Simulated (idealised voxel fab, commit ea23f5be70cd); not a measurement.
Process module under the name voxel local oxidation
This is section cut - it's 170 nm across, gridded in 5 nm square cells.
Notation: cross-section as square-cell grid; stated in bands, top first, going down; one or more cell rows per band.
Band: top and bottom heights (nm) first, top before bottom; then materials from left to right, widths in nm. "everywhere" marks a sole material filling the band edge to edge. "air" denotes empty space.
Zero point of the height axis is 0; under it, received wafer = one material. Lowest band: continues down indefinitely, "0 nm and below".
You'd read "30..40" like this: the band's top row of cells is as wide as the first number, its bottom row is as wide as the second, and going down, every row changes width by the same amount as the row before did.
Where a step carries "left unchanged", the cross-section came out of it unchanged, cell for cell.
Closed-off voids of 8+ cells (no open route to the top) go in "Trapped void list", written width x height at distance from the left edge, in nm.
Text after the settings on a step's line: the simulator's own remark on that step.
overlay nm: for a step with a mask, the amount by which the mask lay right of where it was planned; a negative amount means left of it.

# Process steps foreseen in the plan
1) RECEIVE: material Si
2) OXIDIZE: depth nm 5
3) CONFORMAL_DEP: material SiN, thk nm 10
4) MASKED_ETCH: tone cover, mask id ACTIVE, width nm 100, etch materials SiN, depth nm 10, overlay nm 0
5) SELECTIVE_ETCH: etch materials SiO2, depth nm 5
6) OXIDIZE: depth nm 10
7) STRIP: etch materials SiN

# Wafer at receipt (post step 1), cross-section
* 0 nm and below  Si everywhere
* Trapped void list: none

# Cross-sectional result after module completion. Note: starting condition and plan are unchanged from above; one processing mistake was made
* 5 nm to -5 nm  SiO2 everywhere
* -5 nm and below  Si everywhere
* Trapped void list: none
The plan and the run diverged here: for step 3, the planned setting was not used; the step was instead run as CONFORMAL_DEP: material SiO2, thk nm 10
